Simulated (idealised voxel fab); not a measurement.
voxel wiring stack: a process module
In the cross-section labelled cut, the width is 290 nm and each square cell is 5 nm.
How to read a cross-section here: the picture is a grid of square cells, written as bands going from the top down, and any band can span one or more rows of cells. Top, bottom (nm), then materials left to right with widths (nm); lone material tagged "everywhere" fills the whole band edge to edge; "empty" = empty space. Height is counted from the level 0, under which the received wafer is composed throughout of one material. The lowest of the bands is not closed at the bottom but continues downward, in the notation "top 0, no bottom". Width "30 to 40": first value at the band's top row of cells, second value at its bottom row, equal change from row to row. Given "no modifications" for a step, no cell of the cross-section differs between before and after that step. What "Fully closed voids" gives you is every empty space of 8 cells or more that is cut off from the top. Each appears as width x height at distance, with the distance taken from the left edge and width, height and distance all in nm. Where a step's line continues beyond its settings, the continuation is a remark by the simulator itself on that step. You can add "overlay nm" to a step's line. For a step with a mask, it describes how far the mask lay to the right of its planned position, and a negative number describes a lay to the left.
So here's the lineup of process steps we planned
1. RECEIVE with material Si
2. CONFORMAL_DEP with material SiO2, thk nm 15
3. DIRECTIONAL_DEP with material TiN, thk nm 5
4. DIRECTIONAL_DEP with material W, thk nm 20
5. DIRECTIONAL_DEP with material aC, thk nm 10
6. PATTERN with tone cover, mask id METAL_1, material resist, width nm 25, pitch nm 45, thk nm 30, overlay nm 0
7. DIRECTIONAL_ETCH with etch materials aC, depth nm 10
8. STRIP with etch materials resist
9. DIRECTIONAL_ETCH with etch materials W, depth nm 20
10. DIRECTIONAL_ETCH with etch materials TiN, depth nm 5
11. STRIP with etch materials aC
12. CONFORMAL_DEP with material SiN, thk nm 5
13. FILL_DEP with material lowk, thk nm 10
14. CMP with height nm 40
15. CONFORMAL_DEP with material SiCN, thk nm 5
16. DIRECTIONAL_DEP with material SiO2, thk nm 20
17. DIRECTIONAL_DEP with material aC, thk nm 10
18. PATTERN with tone open, mask id PLUG_1, material resist, width nm 15, pitch nm 45, thk nm 25, overlay nm 0
19. DIRECTIONAL_ETCH with etch materials aC, depth nm 10
20. STRIP with etch materials resist
21. DIRECTIONAL_ETCH with etch materials SiO2, depth nm 20
22. DIRECTIONAL_ETCH with etch materials SiCN, depth nm 5
23. STRIP with etch materials aC
24. CONFORMAL_DEP with material TiN, thk nm 5
25. FILL_DEP with material Cu, thk nm 5
26. CMP with height nm 65
27. DIRECTIONAL_DEP with material TiN, thk nm 5
28. DIRECTIONAL_DEP with material W, thk nm 15
29. DIRECTIONAL_DEP with material aC, thk nm 10
30. PATTERN with tone cover, mask id METAL_2, material resist, width nm 25, pitch nm 45, thk nm 30, overlay nm 0
31. DIRECTIONAL_ETCH with etch materials aC, depth nm 10
32. STRIP with etch materials resist
33. DIRECTIONAL_ETCH with etch materials W, depth nm 15
34. DIRECTIONAL_ETCH with etch materials TiN, depth nm 5
35. STRIP with etch materials aC
36. CONFORMAL_DEP with material SiCN, thk nm 5
37. FILL_DEP with material SiO2, thk nm 10
38. CMP with height nm 85
39. CONFORMAL_DEP with material SiCN, thk nm 5
40. DIRECTIONAL_DEP with material lowk, thk nm 10
41. MASKED_ETCH with tone open, mask id PLUG_2, width nm 15, pitch nm 45, etch materials lowk, depth nm 10, overlay nm 0
42. MASKED_ETCH with tone open, mask id PLUG_2, width nm 15, pitch nm 45, etch materials SiCN, depth nm 5, overlay nm 0
43. CONFORMAL_DEP with material TiN, thk nm 5
44. FILL_DEP with material W, thk nm 10
45. CMP with height nm 100
46. CONFORMAL_DEP with material SiN, thk nm 5
47. DIRECTIONAL_DEP with material SiO2, thk nm 20
48. PATTERN with tone open, mask id METAL_3, material resist, width nm 25, pitch nm 45, thk nm 20, overlay nm 0
49. DIRECTIONAL_ETCH with etch materials SiO2, depth nm 20
50. DIRECTIONAL_ETCH with etch materials SiN, depth nm 5
51. STRIP with etch materials resist
52. CONFORMAL_DEP with material TiN, thk nm 5
53. FILL_DEP with material Ru, thk nm 10
54. CMP with height nm 125
55. CONFORMAL_DEP with material SiN, thk nm 5
Cross-section: wafer on arrival = after step 1
	top 0, no bottom = Si everywhere
	Fully closed voids: none
Cross-section: first of two wafers, module finished, run according to plan
	top 130, bottom 125 = SiN everywhere
	top 125, bottom 105 = 85 nm SiO2  5 nm TiN  15 nm Ru  5 nm TiN  20 nm SiO2  5 nm TiN  15 nm Ru  5 nm TiN  20 nm SiO2  5 nm TiN  15 nm Ru  5 nm TiN  90 nm SiO2
	top 105, bottom 100 = 85 nm SiN  25 nm TiN  20 nm SiN  25 nm TiN  20 nm SiN  25 nm TiN  90 nm SiN
	top 100, bottom 90 = 85 nm lowk  5 nm TiN  5 nm W  5 nm TiN  30 nm lowk  5 nm TiN  5 nm W  5 nm TiN  30 nm lowk  5 nm TiN  5 nm W  5 nm TiN  100 nm lowk
	top 90, bottom 85 = 85 nm SiCN  15 nm TiN  30 nm SiCN  15 nm TiN  30 nm SiCN  15 nm TiN  100 nm SiCN
	top 85, bottom 70 = 80 nm SiO2  5 nm SiCN  25 nm W  5 nm SiCN  10 nm SiO2  5 nm SiCN  25 nm W  5 nm SiCN  10 nm SiO2  5 nm SiCN  25 nm W  5 nm SiCN  85 nm SiO2
	top 70, bottom 65 = 85 nm SiCN  25 nm TiN  20 nm SiCN  25 nm TiN  20 nm SiCN  25 nm TiN  90 nm SiCN
	top 65, bottom 45 = 85 nm SiO2  5 nm TiN  5 nm Cu  5 nm TiN  30 nm SiO2  5 nm TiN  5 nm Cu  5 nm TiN  30 nm SiO2  5 nm TiN  5 nm Cu  5 nm TiN  100 nm SiO2
	top 45, bottom 40 = 85 nm SiCN  15 nm TiN  30 nm SiCN  15 nm TiN  30 nm SiCN  15 nm TiN  100 nm SiCN
	top 40, bottom 20 = 80 nm lowk  5 nm SiN  25 nm W  5 nm SiN  10 nm lowk  5 nm SiN  25 nm W  5 nm SiN  10 nm lowk  5 nm SiN  25 nm W  5 nm SiN  85 nm lowk
	top 20, bottom 15 = 85 nm SiN  25 nm TiN  20 nm SiN  25 nm TiN  20 nm SiN  25 nm TiN  90 nm SiN
	top 15, bottom 0 = SiO2 everywhere
	top 0, no bottom = Si everywhere
	Fully closed voids: none
This cross-section belongs to the second wafer of two at the end of the module; the start and the plan were shared with the first, and the run included one mistake
	top 130, bottom 125 = SiN everywhere
	top 125, bottom 105 = 85 nm SiO2  5 nm TiN  15 nm Ru  5 nm TiN  20 nm SiO2  5 nm TiN  15 nm Ru  5 nm TiN  20 nm SiO2  5 nm TiN  15 nm Ru  5 nm TiN  90 nm SiO2
	top 105, bottom 100 = 85 nm SiN  25 nm TiN  20 nm SiN  25 nm TiN  20 nm SiN  25 nm TiN  90 nm SiN
	top 100, bottom 95 = 90 nm lowk  5 nm TiN  5 nm W  5 nm TiN  30 nm lowk  5 nm TiN  5 nm W  5 nm TiN  30 nm lowk  5 nm TiN  5 nm W  5 nm TiN  95 nm lowk
	top 95, bottom 90 = 90 nm lowk  15 nm TiN  30 nm lowk  15 nm TiN  30 nm lowk  15 nm TiN  95 nm lowk
	top 90, bottom 85 = 90 nm SiCN  10 nm TiN  35 nm SiCN  10 nm TiN  35 nm SiCN  10 nm TiN  100 nm SiCN
	top 85, bottom 70 = 80 nm SiO2  5 nm SiCN  25 nm W  5 nm SiCN  10 nm SiO2  5 nm SiCN  25 nm W  5 nm SiCN  10 nm SiO2  5 nm SiCN  25 nm W  5 nm SiCN  85 nm SiO2
	top 70, bottom 65 = 85 nm SiCN  25 nm TiN  20 nm SiCN  25 nm TiN  20 nm SiCN  25 nm TiN  90 nm SiCN
	top 65, bottom 45 = 85 nm SiO2  5 nm TiN  5 nm Cu  5 nm TiN  30 nm SiO2  5 nm TiN  5 nm Cu  5 nm TiN  30 nm SiO2  5 nm TiN  5 nm Cu  5 nm TiN  100 nm SiO2
	top 45, bottom 40 = 85 nm SiCN  15 nm TiN  30 nm SiCN  15 nm TiN  30 nm SiCN  15 nm TiN  100 nm SiCN
	top 40, bottom 20 = 80 nm lowk  5 nm SiN  25 nm W  5 nm SiN  10 nm lowk  5 nm SiN  25 nm W  5 nm SiN  10 nm lowk  5 nm SiN  25 nm W  5 nm SiN  85 nm lowk
	top 20, bottom 15 = 85 nm SiN  25 nm TiN  20 nm SiN  25 nm TiN  20 nm SiN  25 nm TiN  90 nm SiN
	top 15, bottom 0 = SiO2 everywhere
	top 0, no bottom = Si everywhere
	Fully closed voids: none
Plan not followed: step 41 went in with a setting other than planned; the actual run was MASKED_ETCH with tone open, mask id PLUG_2, width nm 15, pitch nm 45, etch materials lowk, depth nm 10, overlay nm 5
Counted in cells at the end, the second wafer holds more or fewer of these materials than the first: +3 SiCN, -3 W
